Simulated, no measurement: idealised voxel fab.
voxel transistor to metal: a process module
cross-section cut | 295 nm wide | cells 5 nm
For the purposes of this document, a cross-section shall be understood as a grid of square cells, specified as bands listed in top-to-bottom order, each band consisting of one or more rows of cells.
Basically the band line says how high the top is and how high the bottom is, in nm, and then what's in it from left to right, every material with its width in nm. Empty space shows up as "empty", and if a single material carries "throughout" it runs the full band edge to edge.
Convention: height 0 is the level below which the wafer, as received, is all one material. The lowest band does not terminate at the bottom but continues downward, represented as "0 and below".
Width: "30->40" (first number = top row, second number = bottom row, same change from row to row of cells).
Given "nothing altered" for a step, no cell of the cross-section differs between before and after that step.
For the entry "Trapped void list", the listed items are empty spaces with no open way to the top whose size is 8 cells or more; each item follows the pattern width x height at distance, where distance is from the left edge and all three are in nm.
Step line, after settings: the simulator's comment on this step.
Among the settings permitted on a step's line is "overlay nm"; applied to a step with a mask, it specifies the extent to which the mask lay to the right of its planned position, whereas a negative figure signifies a position to the left.
Process steps - plan
1 RECEIVE, material Si
2 CONFORMAL_DEP, material SiO2, thk nm 5
3 CONFORMAL_DEP, material SiN, thk nm 10
4 MASKED_ETCH, tone cover, mask id ACTIVE, width nm 110, pitch nm 140, etch materials SiN, depth nm 10, overlay nm 0
5 MASKED_ETCH, tone cover, mask id ACTIVE, width nm 110, pitch nm 140, etch materials SiO2, depth nm 5, overlay nm 0
6 MASKED_ETCH, tone cover, mask id ACTIVE, width nm 110, pitch nm 140, etch materials Si, depth nm 20, overlay nm 0
7 FILL_DEP, material SiO2, thk nm 5
8 CMP, height nm 15
9 SELECTIVE_ETCH, etch materials SiO2, depth nm 5
10 STRIP, etch materials SiN
11 SELECTIVE_ETCH, etch materials SiO2, depth nm 5
12 OXIDIZE, depth nm 5
13 DIRECTIONAL_DEP, material polySi, thk nm 30
14 DIRECTIONAL_DEP, material SiCN, thk nm 10
15 MASKED_ETCH, tone cover, mask id GATE, width nm 20, pitch nm 140, etch materials SiCN, depth nm 20, overlay nm 0
16 MASKED_ETCH, tone cover, mask id GATE, width nm 20, pitch nm 140, etch materials polySi, depth nm 40, overlay nm 0
17 CONFORMAL_DEP, material SiO2, thk nm 5
18 DIRECTIONAL_ETCH, etch materials SiO2, depth nm 5
19 CONFORMAL_DEP, material SiN, thk nm 10
20 DIRECTIONAL_ETCH, etch materials SiN, depth nm 10
21 DIRECTIONAL_ETCH, etch materials SiO2, depth nm 5
22 DIRECTIONAL_ETCH, etch materials Si, depth nm 15
23 EPI, material pSi, thk nm 15
24 FILL_DEP, material SiO2, thk nm 10
25 CMP, height nm 40
26 DIRECTIONAL_DEP, material SiO2, thk nm 15
27 PATTERN, tone open, mask id CONTACT, material resist, width nm 20, thk nm 20, overlay nm 0
28 DIRECTIONAL_ETCH, etch materials SiO2, depth nm 45
29 STRIP, etch materials resist
30 CONFORMAL_DEP, material TiN, thk nm 5
31 FILL_DEP, material Ru, thk nm 5
32 CMP, height nm 55
33 CONFORMAL_DEP, material SiCN, thk nm 5
34 DIRECTIONAL_DEP, material SiO2, thk nm 20
35 DIRECTIONAL_DEP, material aC, thk nm 10
36 PATTERN, tone open, mask id METAL_1, material resist, width nm 20, thk nm 30, overlay nm 0
37 DIRECTIONAL_ETCH, etch materials aC, depth nm 10
38 STRIP, etch materials resist
39 DIRECTIONAL_ETCH, etch materials SiO2, depth nm 20
40 DIRECTIONAL_ETCH, etch materials SiCN, depth nm 5
41 STRIP, etch materials aC
42 CONFORMAL_DEP, material TiN, thk nm 5
43 FILL_DEP, material Cu, thk nm 5
44 CMP, height nm 80
45 CONFORMAL_DEP, material SiCN, thk nm 5
The value of depth nm given for step 9 in the plan refers to the first wafer; the wafers vary in this setting and are alike at the start.
First wafer of several, as received: cross-section after step 1
  0 and below  Si throughout
  Trapped void list: none
Row per wafer, end-of-module: cell gain (+)/loss (-) by material since the wafer came in, then closed voids
depth nm 5 | +32 Cu | +64 Ru | -152 Si | +118 SiCN | +72 SiN | +593 SiO2 | +128 TiN | +100 pSi | +48 polySi | Trapped void list: none
depth nm 10 | +32 Cu | +64 Ru | -176 Si | +118 SiCN | +64 SiN | +617 SiO2 | +128 TiN | +108 pSi | +48 polySi | Trapped void list: none
depth nm 15 | +32 Cu | +64 Ru | -168 Si | +118 SiCN | +72 SiN | +581 SiO2 | +128 TiN | +128 pSi | +48 polySi | Trapped void list: none
depth nm 20 | +32 Cu | +64 Ru | -172 Si | +118 SiCN | +80 SiN | +597 SiO2 | +128 TiN | +108 pSi | +48 polySi | Trapped void list: none
